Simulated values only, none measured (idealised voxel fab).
Proc. module: voxel transistor to metal
The cross-section shown here is cut; it is 165 nm wide and divided into square cells measuring 5 nm on a side.
Throughout this document, each cross-section is represented as a grid of square cells and is presented as a sequence of bands enumerated from the top downward, where a band comprises one or more rows of cells.
The entry gives the band's vertical extent as a top height and a bottom height in nm, then its horizontal make-up as materials from left to right, each with a width in nm. "air" stands for empty space; a single material marked "full width" fills the band edge to edge.
The level at which height equals 0 is the one under which the wafer, as it arrives, is entirely one material. No lower edge exists for the bottom band, which continues downward and is notated as in "0 -> down".
Quick explanation for "30..40": the width changes in equal steps down the rows of cells, from the first number in the band's top row to the second number in its bottom row.
Reading "nothing different" for a step: not a cell of the cross-section changed in it.
"Closed-off voids" specifies each empty space that is not open to the top and that occupies no fewer than 8 cells, using the form width x height at distance, the distance measured from the left edge and all three quantities in nm.
The remark found on a step's line after its settings is issued by the simulator itself and pertains to that step.
When a step includes a mask, the "overlay nm" setting on its line states how far to the right of its planned place that mask lay, and negative values state how far to the left.

## Planned process steps
| 1 | RECEIVE: material Si |
| 2 | CONFORMAL_DEP: material SiO2, thk nm 5 |
| 3 | CONFORMAL_DEP: material SiN, thk nm 10 |
| 4 | PATTERN: tone cover, mask id ACTIVE, material resist, width nm 115, thk nm 20, overlay nm 0 |
| 5 | DIRECTIONAL_ETCH: etch materials SiN, depth nm 10 |
| 6 | DIRECTIONAL_ETCH: etch materials SiO2, depth nm 5 |
| 7 | DIRECTIONAL_ETCH: etch materials Si, depth nm 25 |
| 8 | STRIP: etch materials resist |
| 9 | FILL_DEP: material SiO2, thk nm 10 |
| 10 | CMP: height nm 15 |
| 11 | SELECTIVE_ETCH: etch materials SiO2, depth nm 10 |
| 12 | STRIP: etch materials SiN |
| 13 | SELECTIVE_ETCH: etch materials SiO2, depth nm 5 |
| 14 | OXIDIZE: depth nm 5 |
| 15 | DIRECTIONAL_DEP: material polySi, thk nm 25 |
| 16 | DIRECTIONAL_DEP: material SiCN, thk nm 15 |
| 17 | MASKED_ETCH: tone cover, mask id GATE, width nm 25, etch materials SiCN, depth nm 25, overlay nm 0 |
| 18 | MASKED_ETCH: tone cover, mask id GATE, width nm 25, etch materials polySi, depth nm 35, overlay nm 0 |
| 19 | CONFORMAL_DEP: material SiN, thk nm 10 |
| 20 | DIRECTIONAL_ETCH: etch materials SiN, depth nm 10 |
| 21 | DIRECTIONAL_ETCH: etch materials SiO2, depth nm 5 |
| 22 | DIRECTIONAL_ETCH: etch materials Si, depth nm 15 |
| 23 | EPI: material nSi, thk nm 20 |
| 24 | FILL_DEP: material SiO2, thk nm 5 |
| 25 | CMP: height nm 25 |
| 26 | STRIP: etch materials polySi |
| 27 | SELECTIVE_ETCH: etch materials SiO2, depth nm 5 |
| 28 | CONFORMAL_DEP: material HfO2, thk nm 5 |
| 29 | CONFORMAL_DEP: material TiN, thk nm 5 |
| 30 | FILL_DEP: material W, thk nm 5 |
| 31 | CMP: height nm 20 |
| 32 | DIRECTIONAL_DEP: material SiO2, thk nm 10 |
| 33 | PATTERN: tone open, mask id CONTACT, material resist, width nm 20, pitch nm 75, thk nm 20, overlay nm 0 |
| 34 | DIRECTIONAL_ETCH: etch materials SiO2, depth nm 30 |
| 35 | STRIP: etch materials resist |
| 36 | CONFORMAL_DEP: material TiN, thk nm 5 |
| 37 | FILL_DEP: material W, thk nm 5 |
| 38 | CMP: height nm 30 |
| 39 | CONFORMAL_DEP: material SiCN, thk nm 5 |
| 40 | DIRECTIONAL_DEP: material lowk, thk nm 20 |
| 41 | DIRECTIONAL_DEP: material aC, thk nm 15 |
| 42 | PATTERN: tone open, mask id METAL_1, material resist, width nm 20, pitch nm 75, thk nm 30, overlay nm 0 |
| 43 | DIRECTIONAL_ETCH: etch materials aC, depth nm 15 |
| 44 | STRIP: etch materials resist |
| 45 | DIRECTIONAL_ETCH: etch materials lowk, depth nm 20 |
| 46 | DIRECTIONAL_ETCH: etch materials SiCN, depth nm 5 |
| 47 | STRIP: etch materials aC |
| 48 | CONFORMAL_DEP: material TiN, thk nm 5 |
| 49 | FILL_DEP: material Cu, thk nm 5 |
| 50 | CMP: height nm 55 |
| 51 | EPI: material Ru, thk nm 5 |
| 52 | FILL_DEP: material SiCN, thk nm 5 |
| 53 | DIRECTIONAL_DEP: material lowk, thk nm 30 |
| 54 | MASKED_ETCH: tone open, mask id METAL_2, width nm 20, pitch nm 75, etch materials lowk, depth nm 15, overlay nm 0 |
| 55 | MASKED_ETCH: tone open, mask id METAL_2_HOLES, width nm 15, pitch nm 75, etch materials lowk, depth nm 15, overlay nm 0 |
| 56 | MASKED_ETCH: tone open, mask id METAL_2_HOLES, width nm 15, pitch nm 75, etch materials SiCN, depth nm 5, overlay nm 0 |
| 57 | CONFORMAL_DEP: material TiN, thk nm 5 |
| 58 | FILL_DEP: material Cu, thk nm 5 |
| 59 | CMP: height nm 95 |
| 60 | CONFORMAL_DEP: material SiCN, thk nm 5 |

## Cross-section, incoming material, after step 1
- 0 -> down = Si full width
- Closed-off voids: none

## The plan above was carried out on the starting structure above with one mistake, and this cross-section shows the wafer at the end of the module
- 100 -> 95 = SiCN full width
- 95 -> 85 = lowk 35; TiN 5; Cu 10; TiN 5; lowk 55; TiN 5; Cu 10; TiN 5; lowk 35
- 85 -> 80 = lowk 35; TiN 5; Cu 5; TiN 10; lowk 55; TiN 5; Cu 5; TiN 10; lowk 35
- 80 -> 65 = lowk 35; TiN 5; Cu 5; TiN 5; lowk 60; TiN 5; Cu 5; TiN 5; lowk 40
- 65 -> 60 = SiCN 35; TiN 15; SiCN 60; TiN 15; SiCN 40
- 60 -> 55 = SiCN 30; Ru 30; SiCN 45; Ru 30; SiCN 30
- 55 -> 35 = lowk 35; TiN 5; Cu 10; TiN 5; lowk 55; TiN 5; Cu 10; TiN 5; lowk 35
- 35 -> 30 = SiCN 35; TiN 20; SiCN 55; TiN 20; SiCN 35
- 30 -> 20 = SiO2 35; TiN 5; W 10; TiN 5; SiO2 55; TiN 5; W 10; TiN 5; SiO2 35
- 20 -> 15 = SiO2 35; TiN 20; SiO2 5; SiN 10; HfO2 5; TiN 5; W 5; TiN 5; HfO2 5; SiN 10; SiO2 5; TiN 20; SiO2 35
- 15 -> 10 = SiO2 35; TiN 5; nSi 20; SiN 10; HfO2 5; TiN 5; W 5; TiN 5; HfO2 5; SiN 10; nSi 20; TiN 5; SiO2 35
- 10 -> 5 = SiO2 15; nSi 45; SiN 10; HfO2 5; TiN 5; W 5; TiN 5; HfO2 5; SiN 10; nSi 45; SiO2 15
- 5 -> 0 = SiO2 15; nSi 45; SiN 10; HfO2 5; TiN 15; HfO2 5; SiN 10; nSi 45; SiO2 15
- 0 -> -5 = SiO2 15; nSi 5; SiN 5; nSi 35; SiO2 5; HfO2 35; SiO2 5; nSi 35; SiN 5; nSi 5; SiO2 15
- -5 -> -10 = SiO2 30; nSi 30; Si 45; nSi 30; SiO2 30
- -10 -> -20 = SiO2 25; Si 5; nSi 30; Si 45; nSi 30; Si 5; SiO2 25
- -20 -> -25 = SiO2 25; Si 115; SiO2 25
- -25 -> down = Si full width
- Closed-off voids: none
Where did the run depart from the plan? the plan's step 2 was left out and never carried out
